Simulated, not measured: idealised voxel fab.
Name of the process module below: voxel double patterning
Square cell edge 5 nm, section width 205 nm, ID cut.
Reading order for cross-sections: top band down to bottom band. Underlying form: a grid of square cells. Band size: one or more rows of cells. Look at the band entry: it leads with the top's height and the bottom's height in nm. Then it lists the materials left to right, with a width in nm for each. The word "everywhere" on a single material says that material fills the band edge to edge. The word "air" is empty space. Heights are measured from 0, the level below which the as-received wafer is all one material; the lowest band has no bottom and continues downward, written as in "0 and below". Width: "30 to 40" (first number = top row, second number = bottom row, same change from row to row of cells). "changes: none" (step): cross-section cells unchanged, all of them. The list in "Enclosed void inventory" covers empty spaces of 8 cells or more that cannot reach the top through any open way, and it gives each as width x height at distance; the distance is from the left edge, and width, height and distance are in nm. Anything after a step's settings on that line? It's the simulator's own note about the step. overlay nm: on a step with a mask, how far right of its planned place the mask lay; negative means left.

THIS SECTION LISTS THE PROCESS STEPS THAT WERE PLANNED
1: RECEIVE: material Si
2: CONFORMAL_DEP: material SiO2, thk nm 5
3: DIRECTIONAL_DEP: material W, thk nm 10
4: DIRECTIONAL_DEP: material SiN, thk nm 10
5: PATTERN: tone open, mask id FIRST, material resist, width nm 15, pitch nm 50, thk nm 15, overlay nm 0
6: DIRECTIONAL_ETCH: etch materials SiN, depth nm 10
7: STRIP: etch materials resist
8: MASKED_ETCH: tone open, mask id SECOND, width nm 15, etch materials SiN, depth nm 10, overlay nm 0
9: DIRECTIONAL_ETCH: etch materials W, depth nm 10
10: STRIP: etch materials SiN

FIRST OF TWO WAFERS, PROCESSED ACCORDING TO PLAN

AS-RECEIVED STATE OF THE WAFER IN CROSS-SECTION, EQUIVALENT TO POST-STEP 1
> 0 and below: Si everywhere
> Enclosed void inventory: none

CROSS-SECTION OF THE WAFER AFTER STEP 2
> 5 down to 0: SiO2 everywhere
> For the remainder of the cross-section, below 0, there is no change.

CROSS-SECTION OF THE WAFER AFTER STEP 3
> 15 down to 5: W everywhere
> For the remainder of the cross-section, below 5, there is no change.

CROSS-SECTION OF THE WAFER AFTER STEP 4
> 25 down to 15: SiN everywhere
> For the remainder of the cross-section, below 15, there is no change.

CROSS-SECTION OF THE WAFER AFTER STEP 5
> 40 down to 25: 70 resist, then 15 air, then 35 resist, then 15 air, then 70 resist
> For the remainder of the cross-section, below 25, there is no change.

CROSS-SECTION OF THE WAFER AFTER STEP 6
> 40 down to 25: 70 resist, then 15 air, then 35 resist, then 15 air, then 70 resist
> 25 down to 15: 70 SiN, then 15 air, then 35 SiN, then 15 air, then 70 SiN
> For the remainder of the cross-section, below 15, there is no change.

CROSS-SECTION OF THE WAFER AFTER STEP 7
> 25 down to 15: 70 SiN, then 15 air, then 35 SiN, then 15 air, then 70 SiN
> For the remainder of the cross-section, below 15, there is no change.

CROSS-SECTION OF THE WAFER AFTER STEP 8
> 25 down to 15: 70 SiN, then 15 air, then 10 SiN, then 15 air, then 10 SiN, then 15 air, then 70 SiN
> For the remainder of the cross-section, below 15, there is no change.

CROSS-SECTION OF THE WAFER AFTER STEP 9
> 25 down to 15: 70 SiN, then 15 air, then 10 SiN, then 15 air, then 10 SiN, then 15 air, then 70 SiN
> 15 down to 5: 70 W, then 15 air, then 10 W, then 15 air, then 10 W, then 15 air, then 70 W
> For the remainder of the cross-section, below 5, there is no change.

CROSS-SECTION OF THE WAFER AFTER STEP 10
> 15 down to 5: 70 W, then 15 air, then 10 W, then 15 air, then 10 W, then 15 air, then 70 W
> For the remainder of the cross-section, below 5, there is no change.

THE SECOND WAFER: IDENTICAL TO THE FIRST AT THE OUTSET AND IN ITS PLANNED SEQUENCE, DIFFERING ONLY IN THAT ONE MISTAKE WAS MADE DURING PROCESSING; UP TO AND INCLUDING STEP 7, ITS PATH IS THE FIRST WAFER'S PATH

CROSS-SECTION, SECOND WAFER, AT THE END TIME THE PLAN GIVES FOR STEP 8
> 25 down to 15: 95 air, then 15 SiN, then 95 air
> For the remainder of the cross-section, below 15, there is no change.

CROSS-SECTION, SECOND WAFER, AT THE END TIME THE PLAN GIVES FOR STEP 9
> 25 down to 15: 95 air, then 15 SiN, then 95 air
> 15 down to 5: 95 air, then 15 W, then 95 air
> For the remainder of the cross-section, below 5, there is no change.

CROSS-SECTION, SECOND WAFER, AT THE END TIME THE PLAN GIVES FOR STEP 10
> 15 down to 5: 95 air, then 15 W, then 95 air
> For the remainder of the cross-section, below 5, there is no change.
Error vs. plan: step 8 ran as: MASKED_ETCH: tone cover, mask id SECOND, width nm 15, etch materials SiN, depth nm 10, overlay nm 0
End of process, cell counts, second wafer against first, materials with more or fewer: W -58
